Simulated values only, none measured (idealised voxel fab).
Herein follows the process module entitled voxel tone inversion.
Cross-section cut: width 140 nm, square cells of 5 nm.
Cross-sections here: square-cell grids, written as top-down lists of bands, a band being one or more rows of cells. Per band: top height and bottom height in nm, followed by the left-to-right materials and their widths in nm; "throughout" marks a single material spanning edge to edge, "blank" marks empty space. Convention: height 0 is the level below which the wafer, as received, is all one material. The lowest band does not terminate at the bottom but continues downward, represented as "0 -> down". Think of "30->40" as a width that walks from the first number to the second as you go down the band, top row to bottom row, taking equal-sized steps from row to row. Reading "no modifications" for a step: not a cell of the cross-section changed in it. Any empty space of 8 cells or more lacking an open way to the top shows up in "Closed void register" as width x height at distance, distance from the left edge, in nm. Text after the settings on a step's line: the simulator's own remark on that step. What "overlay nm" on a step's line means: if the step has a mask, that mask lay this far to the right of its planned place, or, when the value is negative, to the left.
Intended process steps
1,RECEIVE | material Si
2,CONFORMAL_DEP | material SiCN | thk nm 5
3,DIRECTIONAL_DEP | material aC | thk nm 20
4,PATTERN | tone cover | mask id POSTS | material resist | width nm 25 | pitch nm 40 | thk nm 25 | overlay nm 0
5,DIRECTIONAL_ETCH | etch materials aC | depth nm 20
6,STRIP | etch materials resist
7,FILL_DEP | material lowk | thk nm 10
8,CMP | height nm 25
9,STRIP | etch materials aC
Wafer cross-section on receipt, i.e. after step 1
0 -> down: Si throughout
Closed void register: none
End-of-module XS, first of two wafers, run as planned
25 -> 5: lowk 15, blank 25, lowk 15, blank 25, lowk 15, blank 25, lowk 20
5 -> 0: SiCN throughout
0 -> down: Si throughout
Closed void register: none
Second wafer of the two, sectioned at the end of the module. It began like the first and followed the same plan, but one mistake was made while running it
25 -> 20: SiCN throughout
20 -> 0: aC throughout
0 -> down: Si throughout
Closed void register: none
what went wrong: steps 2 and 3 were swapped
Wafer comparison, final, in cells, second relative to first, materials more or fewer: +112 aC, -52 lowk
